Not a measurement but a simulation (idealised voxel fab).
process module | voxel fin reveal
cross-section cut | 235 nm wide | cells 5 nm
A cross-section is a grid of square cells, given in bands from the top down. A band is one or more rows of cells.
Each band's line starts with the height of the band's top and of its bottom, in nm. Then come its materials from left to right, each with its width in nm. One material with "throughout" fills the band from edge to edge. "air" is empty space.
Height 0 is the level under which the wafer as received is all one material. The lowest band goes on downwards, as in "0 down".
A width such as "30 to 40" changes by the same amount from each row of cells to the next, from the band's top row to its bottom row.
"no change" after a step means that no cell of the cross-section changed.
closed voids: empty space of 8 cells or more with no open way to the top, each as width x height at its distance from the left edge, in nm
after a step's settings: what the simulator itself notes on the step
overlay nm, on a step with a mask: how far to the right of its planned place the mask lay; to the left if negative
plan
1 op RECEIVE | material Si
2 op CONFORMAL_DEP | material SiN | thk nm 5
3 op PATTERN | tone cover | mask id FINS | material resist | width nm 15 | pitch nm 35 | thk nm 15 | overlay nm 0
4 op DIRECTIONAL_ETCH | etch materials SiN | depth nm 5
5 op DIRECTIONAL_ETCH | etch materials Si | depth nm 30
6 op STRIP | etch materials resist
7 op OXIDIZE | depth nm 5
8 op FILL_DEP | material SiO2 | thk nm 10
9 op CMP | height nm 5
10 op SELECTIVE_ETCH | etch materials SiO2 | depth nm 15
11 op STRIP | etch materials SiN
12 op CONFORMAL_DEP | material SiO2 | thk nm 5
as received, after step 1
  0 down: Si throughout
  closed voids: none
a wafer at the end: this start, this plan, one mistake
  5 to 0: air 90 | SiO2 20 | air 15 | SiO2 20 | air 90
  0 to -5: air 90 | SiO2 5 | Si 10 | SiO2 5 | air 15 | SiO2 5 | Si 10 | SiO2 5 | air 90
  -5 to -35: SiO2 95 | Si 10 | SiO2 25 | Si 10 | SiO2 95
  -35 down: Si throughout
  closed voids: none
what went wrong: step 3 ran as: op PATTERN | tone cover | mask id FINS | material resist | width nm 20 | pitch nm 35 | thk nm 15 | overlay nm 0
